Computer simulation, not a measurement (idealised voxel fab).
voxel double patterning: a process module
Section shown: cut. Width: 160 nm. Cell size: 5 nm, square.
In what follows, cross-sections appear as grids of square cells, described through bands that run from the top down, where every band is one or more rows of cells. Band: top height; bottom height; in nm. Then, left to right: material with width in nm, for each material. "edge to edge": a single material spanning edge to edge. "empty": empty space. All heights in this document are referenced to 0, defined as the level beneath which the wafer, as received, consists entirely of one material. The lowest band is not bounded below; it extends indefinitely downward and is written in the form "top 0, no bottom". Top row gets the first number, bottom row gets the second, and each row in between changes by the same step: that is how a band width like "30..40" works. "no modifications" means the step left every cell of the cross-section as it was. So "Enclosed cavity list" is basically the list of trapped voids: any empty space of 8 cells or more that can't reach the top through an opening. They're written width x height at distance, the distance being from the left edge, and it's all nm. Post-settings text on a step line: simulator's own remark regarding the step. "overlay nm" denotes, for a step that has a mask, the displacement of the mask to the right of its planned place, with negative values corresponding to the left.

So here's the lineup of process steps we planned:
1,RECEIVE: material Si
2,CONFORMAL_DEP: material SiO2, thk nm 5
3,DIRECTIONAL_DEP: material TiN, thk nm 10
4,DIRECTIONAL_DEP: material SiCN, thk nm 5
5,PATTERN: tone open, mask id FIRST, material resist, width nm 15, pitch nm 50, thk nm 20, overlay nm 0
6,DIRECTIONAL_ETCH: etch materials SiCN, depth nm 5
7,STRIP: etch materials resist
8,PATTERN: tone open, mask id SECOND, material resist, width nm 15, thk nm 20, overlay nm 0
9,DIRECTIONAL_ETCH: etch materials SiCN, depth nm 5
10,STRIP: etch materials resist
11,DIRECTIONAL_ETCH: etch materials TiN, depth nm 10
12,STRIP: etch materials SiCN

Delivered wafer in cross-section: state after step 1:
	top 0, no bottom  Si edge to edge
	Enclosed cavity list: none

Cross-section: first of two wafers, module finished, run according to plan:
	top 15, bottom 5  TiN=45 | empty=15 | TiN=10 | empty=15 | TiN=10 | empty=15 | TiN=50
	top 5, bottom 0  SiO2 edge to edge
	top 0, no bottom  Si edge to edge
	Enclosed cavity list: none

Cross-section, second wafer: same start as the first, same plan as the first, one mistake in running it; taken at the end of the module:
	top 20, bottom 10  TiN=45 | empty=15 | TiN=10 | empty=15 | TiN=10 | empty=15 | TiN=50
	top 10, bottom 5  TiN edge to edge
	top 5, bottom 0  SiO2 edge to edge
	top 0, no bottom  Si edge to edge
	Enclosed cavity list: none
What broke from the plan during processing? step 3 was run on a setting that differed from the plan, and what really ran there is DIRECTIONAL_DEP: material TiN, thk nm 15
FYI, end of process, the second wafer has more or fewer cells of some materials than the first: +32 TiN
